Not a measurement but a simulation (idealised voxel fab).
A process module follows: voxel self aligned contacts.
175 nm wide, 5 nm square cells: that's cross-section cut.
For the purposes of this document, a cross-section shall be understood as a grid of square cells, specified as bands listed in top-to-bottom order, each band consisting of one or more rows of cells.
For a band, the entry starts with two heights in nm, that of the top and then that of the bottom, and carries on with the band's materials in order from left to right, each alongside its width in nm; the word "all across" beside a single material means it fills the band edge to edge, and "empty" means empty space.
Note: height 0 marks the level under which the wafer is uniformly one material as received. Lowest band unbounded below, written "0..down".
You'd read "30 to 40" like this: the band's top row of cells is as wide as the first number, its bottom row is as wide as the second, and going down, every row changes width by the same amount as the row before did.
Step note "nothing got changed" = no cross-section cell changed.
Entry "Enclosed cavity list" = empty spaces >= 8 cells with no open way to the top; each as width x height at distance, distance from left edge, all nm.
Note: text after step settings on the step line = simulator remark on that step.
"overlay nm" on a masked step: distance the mask lay right of its planned place, negative for left.
This section lists the process steps that were planned
step 1: RECEIVE: material Si
step 2: CONFORMAL_DEP: material SiO2, thk nm 5
step 3: DIRECTIONAL_DEP: material polySi, thk nm 20
step 4: DIRECTIONAL_DEP: material SiN, thk nm 15
step 5: MASKED_ETCH: tone cover, mask id GATE, width nm 25, pitch nm 60, etch materials SiN, depth nm 15, overlay nm 0
step 6: MASKED_ETCH: tone cover, mask id GATE, width nm 25, pitch nm 60, etch materials polySi, depth nm 20, overlay nm 0
step 7: CONFORMAL_DEP: material SiN, thk nm 5
step 8: DIRECTIONAL_ETCH: etch materials SiN, depth nm 5
step 9: FILL_DEP: material SiO2, thk nm 10
step 10: CMP: height nm 45
step 11: PATTERN: tone open, mask id CONTACT, material resist, width nm 45, pitch nm 60, thk nm 20, overlay nm 0
step 12: DIRECTIONAL_ETCH: etch materials SiO2, depth nm 45
step 13: STRIP: etch materials resist
step 14: CONFORMAL_DEP: material TiN, thk nm 5
step 15: FILL_DEP: material Ru, thk nm 5
step 16: CMP: height nm 45
step 17: CONFORMAL_DEP: material SiCN, thk nm 5
First of two wafers, with the run carried out as planned
So this is the incoming wafer in cross-section - it's already been through step 1
    0..down  Si all across
    Enclosed cavity list: none
After step 2, in cross-section
    5..0  SiO2 all across
    Below 0, no change.
After step 3, in cross-section
    25..5  polySi all across
    Below 5, no change.
After step 4, in cross-section
    40..25  SiN all across
    Below 25, no change.
After step 5, in cross-section
    40..25  empty (15), then SiN (25), then empty (35), then SiN (25), then empty (35), then SiN (25), then empty (15)
    Below 25, no change.
After step 6, in cross-section
    40..25  empty (15), then SiN (25), then empty (35), then SiN (25), then empty (35), then SiN (25), then empty (15)
    25..5  empty (15), then polySi (25), then empty (35), then polySi (25), then empty (35), then polySi (25), then empty (15)
    Below 5, no change.
After step 7, in cross-section
    45..25  empty (10), then SiN (35), then empty (25), then SiN (35), then empty (25), then SiN (35), then empty (10)
    25..10  empty (10), then SiN (5), then polySi (25), then SiN (5), then empty (25), then SiN (5), then polySi (25), then SiN (5), then empty (25), then SiN (5), then polySi (25), then SiN (5), then empty (10)
    10..5  SiN (15), then polySi (25), then SiN (35), then polySi (25), then SiN (35), then polySi (25), then SiN (15)
    Below 5, no change.
After step 8, in cross-section
    40..25  empty (10), then SiN (35), then empty (25), then SiN (35), then empty (25), then SiN (35), then empty (10)
    25..5  empty (10), then SiN (5), then polySi (25), then SiN (5), then empty (25), then SiN (5), then polySi (25), then SiN (5), then empty (25), then SiN (5), then polySi (25), then SiN (5), then empty (10)
    Below 5, no change.
After step 9, in cross-section
    50..40  SiO2 all across
    40..25  SiO2 (10), then SiN (35), then SiO2 (25), then SiN (35), then SiO2 (25), then SiN (35), then SiO2 (10)
    25..5  SiO2 (10), then SiN (5), then polySi (25), then SiN (5), then SiO2 (25), then SiN (5), then polySi (25), then SiN (5), then SiO2 (25), then SiN (5), then polySi (25), then SiN (5), then SiO2 (10)
    Below 5, no change.
After step 10, in cross-section
    45..40  SiO2 all across
    Below 40, no change.
After step 11, in cross-section
    65..45  resist (35), then empty (45), then resist (15), then empty (45), then resist (35)
    Below 45, no change.
After step 12, in cross-section
    65..45  resist (35), then empty (45), then resist (15), then empty (45), then resist (35)
    45..40  SiO2 (35), then empty (45), then SiO2 (15), then empty (45), then SiO2 (35)
    40..25  SiO2 (10), then SiN (35), then empty (25), then SiN (35), then empty (25), then SiN (35), then SiO2 (10)
    25..5  SiO2 (10), then SiN (5), then polySi (25), then SiN (5), then empty (25), then SiN (5), then polySi (25), then SiN (5), then empty (25), then SiN (5), then polySi (25), then SiN (5), then SiO2 (10)
    5..0  SiO2 (45), then empty (25), then SiO2 (35), then empty (25), then SiO2 (45)
    Below 0, no change.
After step 13, in cross-section
    45..40  SiO2 (35), then empty (45), then SiO2 (15), then empty (45), then SiO2 (35)
    Below 40, no change.
After step 14, in cross-section
    50..45  TiN (40), then empty (35), then TiN (25), then empty (35), then TiN (40)
    45..40  SiO2 (35), then TiN (15), then empty (15), then TiN (15), then SiO2 (15), then TiN (15), then empty (15), then TiN (15), then SiO2 (35)
    40..25  SiO2 (10), then SiN (35), then TiN (5), then empty (15), then TiN (5), then SiN (35), then TiN (5), then empty (15), then TiN (5), then SiN (35), then SiO2 (10)
    25..5  SiO2 (10), then SiN (5), then polySi (25), then SiN (5), then TiN (5), then empty (15), then TiN (5), then SiN (5), then polySi (25), then SiN (5), then TiN (5), then empty (15), then TiN (5), then SiN (5), then polySi (25), then SiN (5), then SiO2 (10)
    5..0  SiO2 (45), then TiN (25), then SiO2 (35), then TiN (25), then SiO2 (45)
    Below 0, no change.
After step 15, in cross-section
    55..50  Ru all across
    50..45  TiN (40), then Ru (35), then TiN (25), then Ru (35), then TiN (40)
    45..40  SiO2 (35), then TiN (15), then Ru (15), then TiN (15), then SiO2 (15), then TiN (15), then Ru (15), then TiN (15), then SiO2 (35)
    40..25  SiO2 (10), then SiN (35), then TiN (5), then Ru (15), then TiN (5), then SiN (35), then TiN (5), then Ru (15), then TiN (5), then SiN (35), then SiO2 (10)
    25..5  SiO2 (10), then SiN (5), then polySi (25), then SiN (5), then TiN (5), then Ru (15), then TiN (5), then SiN (5), then polySi (25), then SiN (5), then TiN (5), then Ru (15), then TiN (5), then SiN (5), then polySi (25), then SiN (5), then SiO2 (10)
    Below 5, no change.
After step 16, in cross-section
    45..40  SiO2 (35), then TiN (15), then Ru (15), then TiN (15), then SiO2 (15), then TiN (15), then Ru (15), then TiN (15), then SiO2 (35)
    Below 40, no change.
After step 17, in cross-section
    50..45  SiCN all across
    Below 45, no change.
Wafer two of the pair: same origin, same plan, one error during the run; identical to wafer one up to and including step 1
Cross-section of the second wafer at the time step 2 of the plan should have ended: nothing got changed
Cross-section of the second wafer at the time step 3 of the plan should have ended
    20..0  polySi all across
    Below 0, no change.
Cross-section of the second wafer at the time step 4 of the plan should have ended
    35..20  SiN all across
    Below 20, no change.
Cross-section of the second wafer at the time step 5 of the plan should have ended
    35..20  empty (15), then SiN (25), then empty (35), then SiN (25), then empty (35), then SiN (25), then empty (15)
    Below 20, no change.
Cross-section of the second wafer at the time step 6 of the plan should have ended
    35..20  empty (15), then SiN (25), then empty (35), then SiN (25), then empty (35), then SiN (25), then empty (15)
    20..0  empty (15), then polySi (25), then empty (35), then polySi (25), then empty (35), then polySi (25), then empty (15)
    Below 0, no change.
Cross-section of the second wafer at the time step 7 of the plan should have ended
    40..20  empty (10), then SiN (35), then empty (25), then SiN (35), then empty (25), then SiN (35), then empty (10)
    20..5  empty (10), then SiN (5), then polySi (25), then SiN (5), then empty (25), then SiN (5), then polySi (25), then SiN (5), then empty (25), then SiN (5), then polySi (25), then SiN (5), then empty (10)
    5..0  SiN (15), then polySi (25), then SiN (35), then polySi (25), then SiN (35), then polySi (25), then SiN (15)
    Below 0, no change.
Cross-section of the second wafer at the time step 8 of the plan should have ended
    35..20  empty (10), then SiN (35), then empty (25), then SiN (35), then empty (25), then SiN (35), then empty (10)
    20..0  empty (10), then SiN (5), then polySi (25), then SiN (5), then empty (25), then SiN (5), then polySi (25), then SiN (5), then empty (25), then SiN (5), then polySi (25), then SiN (5), then empty (10)
    Below 0, no change.
Cross-section of the second wafer at the time step 9 of the plan should have ended
    45..35  SiO2 all across
    35..20  SiO2 (10), then SiN (35), then SiO2 (25), then SiN (35), then SiO2 (25), then SiN (35), then SiO2 (10)
    20..0  SiO2 (10), then SiN (5), then polySi (25), then SiN (5), then SiO2 (25), then SiN (5), then polySi (25), then SiN (5), then SiO2 (25), then SiN (5), then polySi (25), then SiN (5), then SiO2 (10)
    Below 0, no change.
Cross-section of the second wafer at the time step 10 of the plan should have ended: nothing got changed
Cross-section of the second wafer at the time step 11 of the plan should have ended
    65..45  resist (35), then empty (45), then resist (15), then empty (45), then resist (35)
    Below 45, no change.
Cross-section of the second wafer at the time step 12 of the plan should have ended
    65..45  resist (35), then empty (45), then resist (15), then empty (45), then resist (35)
    45..35  SiO2 (35), then empty (45), then SiO2 (15), then empty (45), then SiO2 (35)
    35..20  SiO2 (10), then SiN (35), then empty (25), then SiN (35), then empty (25), then SiN (35), then SiO2 (10)
    20..0  SiO2 (10), then SiN (5), then polySi (25), then SiN (5), then empty (25), then SiN (5), then polySi (25), then SiN (5), then empty (25), then SiN (5), then polySi (25), then SiN (5), then SiO2 (10)
    Below 0, no change.
Cross-section of the second wafer at the time step 13 of the plan should have ended
    45..35  SiO2 (35), then empty (45), then SiO2 (15), then empty (45), then SiO2 (35)
    Below 35, no change.
Cross-section of the second wafer at the time step 14 of the plan should have ended
    50..45  TiN (40), then empty (35), then TiN (25), then empty (35), then TiN (40)
    45..35  SiO2 (35), then TiN (5 to 15), then empty (35 to 15), then TiN (5 to 15), then SiO2 (15), then TiN (5 to 15), then empty (35 to 15), then TiN (5 to 15), then SiO2 (35)
    35..20  SiO2 (10), then SiN (35), then TiN (5), then empty (15), then TiN (5), then SiN (35), then TiN (5), then empty (15), then TiN (5), then SiN (35), then SiO2 (10)
    20..5  SiO2 (10), then SiN (5), then polySi (25), then SiN (5), then TiN (5), then empty (15), then TiN (5), then SiN (5), then polySi (25), then SiN (5), then TiN (5), then empty (15), then TiN (5), then SiN (5), then polySi (25), then SiN (5), then SiO2 (10)
    5..0  SiO2 (10), then SiN (5), then polySi (25), then SiN (5), then TiN (25), then SiN (5), then polySi (25), then SiN (5), then TiN (25), then SiN (5), then polySi (25), then SiN (5), then SiO2 (10)
    Below 0, no change.
Cross-section of the second wafer at the time step 15 of the plan should have ended
    55..50  Ru all across
    50..45  TiN (40), then Ru (35), then TiN (25), then Ru (35), then TiN (40)
    45..35  SiO2 (35), then TiN (5 to 15), then Ru (35 to 15), then TiN (5 to 15), then SiO2 (15), then TiN (5 to 15), then Ru (35 to 15), then TiN (5 to 15), then SiO2 (35)
    35..20  SiO2 (10), then SiN (35), then TiN (5), then Ru (15), then TiN (5), then SiN (35), then TiN (5), then Ru (15), then TiN (5), then SiN (35), then SiO2 (10)
    20..5  SiO2 (10), then SiN (5), then polySi (25), then SiN (5), then TiN (5), then Ru (15), then TiN (5), then SiN (5), then polySi (25), then SiN (5), then TiN (5), then Ru (15), then TiN (5), then SiN (5), then polySi (25), then SiN (5), then SiO2 (10)
    Below 5, no change.
Cross-section of the second wafer at the time step 16 of the plan should have ended
    45..35  SiO2 (35), then TiN (5 to 15), then Ru (35 to 15), then TiN (5 to 15), then SiO2 (15), then TiN (5 to 15), then Ru (35 to 15), then TiN (5 to 15), then SiO2 (35)
    Below 35, no change.
Cross-section of the second wafer at the time step 17 of the plan should have ended
    50..45  SiCN all across
    Below 45, no change.
So what did we get wrong on this run? step 2 was left out
It is noted that, at the conclusion of processing, the second wafer exhibits a higher or lower cell count for certain materials relative to the first: Ru: 8 more; SiO2: 8 fewer
